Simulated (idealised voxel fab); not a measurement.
The process module that follows is named voxel double patterning.
The figure presents cross-section cut, which has a width of 175 nm and is divided into square cells with an edge length of 5 nm.
Format of a cross-section: grid, square cells. Given as bands. Order: top down. Band: one or more rows of cells.
Heads up on the band format: heights come first, top then bottom, in nm. After that it's the materials left to right, each with its width in nm. A single material flagged "edge to edge" fills the whole band edge to edge, and "empty" means there's empty space there.
Beneath 0, the wafer as received is one material, and that level is where height counting begins. The lowest band goes on downward without a bottom; it is written like "from 0 down".
You'd read "30->40" like this: the band's top row of cells is as wide as the first number, its bottom row is as wide as the second, and going down, every row changes width by the same amount as the row before did.
Any step labelled "no modification" changed none of the cells in the cross-section.
Under "Enclosed voids" you'll find the enclosed gaps, the ones with no way out to the top, that are 8 cells or bigger; each reads width x height at distance, with distance counted from the left edge, everything in nm.
after a step's settings: what the simulator itself notes on the step
When a step includes a mask, the "overlay nm" setting on its line states how far to the right of its planned place that mask lay, and negative values state how far to the left.

[The steps planned for the process are as follows]
1,RECEIVE [material Si]
2,CONFORMAL_DEP [material SiO2] [thk nm 10]
3,DIRECTIONAL_DEP [material W] [thk nm 10]
4,DIRECTIONAL_DEP [material SiCN] [thk nm 5]
5,DIRECTIONAL_DEP [material aC] [thk nm 10]
6,PATTERN [tone open] [mask id FIRST] [material resist] [width nm 15] [pitch nm 50] [thk nm 25] [overlay nm 0]
7,DIRECTIONAL_ETCH [etch materials aC] [depth nm 10]
8,STRIP [etch materials resist]
9,DIRECTIONAL_ETCH [etch materials SiCN] [depth nm 5]
10,STRIP [etch materials aC]
11,PATTERN [tone open] [mask id SECOND] [material resist] [width nm 15] [pitch nm 50] [thk nm 15] [overlay nm -15]
12,DIRECTIONAL_ETCH [etch materials SiCN] [depth nm 5]
13,STRIP [etch materials resist]
14,DIRECTIONAL_ETCH [etch materials W] [depth nm 10]
15,STRIP [etch materials SiCN]
Wafers differ in overlay nm at step 11; plan lists the first wafer's value; identical starting state.

[Received condition of the first of several wafers, sectioned: post-step 1]
	from 0 down  Si edge to edge
	Enclosed voids: none

[First of several wafers in cross-section at module end, following the final step, step 15]
	from 20 to 10  30 W / 25 empty / 25 W / 25 empty / 25 W / 15 empty / 30 W
	from 10 to 0  SiO2 edge to edge
	from 0 down  Si edge to edge
	Enclosed voids: none

[The last wafer as seen in cross-section at the end of the module]
	from 20 to 10  30 W / 15 empty / 25 W / 25 empty / 25 W / 25 empty / 30 W
	from 10 to 0  SiO2 edge to edge
	from 0 down  Si edge to edge
	Enclosed voids: none

[Row per wafer, end-of-module: cell gain (+)/loss (-) by material since the wafer came in, then closed voids]
overlay nm -15 | +70 SiO2 | +44 W | Enclosed voids: none
overlay nm -10 | +70 SiO2 | +40 W | Enclosed voids: none
overlay nm -5 | +70 SiO2 | +40 W | Enclosed voids: none
overlay nm 0 | +70 SiO2 | +40 W | Enclosed voids: none
overlay nm 5 | +70 SiO2 | +40 W | Enclosed voids: none
overlay nm 10 | +70 SiO2 | +40 W | Enclosed voids: none
overlay nm 15 | +70 SiO2 | +44 W | Enclosed voids: none
